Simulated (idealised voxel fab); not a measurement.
The process module presented herein is designated voxel self aligned vias.
cross-section cut | 155 nm wide | cells 5 nm
Cross-section, as written here: a square-cell grid given band by band from the top down, where a band holds one or more rows of cells.
A band entry consists of two parts. The first gives the height of the band's top and the height of its bottom, in nm. The rest lists the band's materials from left to right, each with its width in nm. A single material labelled with the word "all across" fills the band from edge to edge, and the word "empty" marks empty space.
Convention: height 0 is the level below which the wafer, as received, is all one material. The lowest band does not terminate at the bottom but continues downward, represented as "z 0 and below".
You'd read "30->40" like this: the band's top row of cells is as wide as the first number, its bottom row is as wide as the second, and going down, every row changes width by the same amount as the row before did.
Given "nothing was modified" for a step, no cell of the cross-section differs between before and after that step.
You'll see "Enclosed void entries" listing empty spaces that have no way open to the top, as long as they're 8 cells or more; the notation is width x height at distance, where the distance is from the left edge, and all of it is in nm.
It should be noted that, on the line of a given step, the content following the step's settings is a remark produced by the simulator itself with respect to that step.
What "overlay nm" on a step's line means: if the step has a mask, that mask lay this far to the right of its planned place, or, when the value is negative, to the left.
[The planned process steps are enumerated hereunder]
1) RECEIVE [material Si]
2) CONFORMAL_DEP [material SiO2] [thk nm 15]
3) CONFORMAL_DEP [material SiCN] [thk nm 5]
4) DIRECTIONAL_DEP [material SiO2] [thk nm 25]
5) PATTERN [tone open] [mask id LINES] [material resist] [width nm 30] [pitch nm 55] [thk nm 15] [overlay nm 0]
6) DIRECTIONAL_ETCH [etch materials SiO2] [depth nm 25]
7) STRIP [etch materials resist]
8) CONFORMAL_DEP [material TiN] [thk nm 5]
9) FILL_DEP [material W] [thk nm 10]
10) CMP [height nm 45]
11) SELECTIVE_ETCH [etch materials W Ru TiN] [depth nm 5]
12) FILL_DEP [material SiN] [thk nm 10]
13) CMP [height nm 45]
14) DIRECTIONAL_DEP [material SiO2] [thk nm 15]
15) MASKED_ETCH [tone open] [mask id VIAS] [width nm 40] [pitch nm 55] [etch materials SiO2] [depth nm 15] [overlay nm 0]
16) MASKED_ETCH [tone open] [mask id VIAS] [width nm 40] [pitch nm 55] [etch materials SiN] [depth nm 5] [overlay nm 0]
17) CONFORMAL_DEP [material TiN] [thk nm 5]
18) FILL_DEP [material Ru] [thk nm 10]
19) CMP [height nm 60]
20) CONFORMAL_DEP [material SiCN] [thk nm 5]
[Step 1 complete: cross-section of the wafer as received]
    z 0 and below  Si all across
    Enclosed void entries: none
[Starting structure and process plan are as shown above, but one mistake was made in running the module; the wafer cross-section at the end of the module follows]
    z 65 to 60  SiCN all across
    z 60 to 50  SiO2 30 nm  TiN 5 nm  Ru 30 nm  TiN 5 nm  SiO2 15 nm  TiN 5 nm  Ru 30 nm  TiN 5 nm  SiO2 30 nm
    z 50 to 45  SiO2 30 nm  TiN 40 nm  SiO2 15 nm  TiN 40 nm  SiO2 30 nm
    z 45 to 40  SiCN all across
    z 40 to 0  SiO2 all across
    z 0 and below  Si all across
    Enclosed void entries: none
Deviation from plan: the intended sequence of steps 3 and 4 was reversed during processing, with each occupying the position of the other
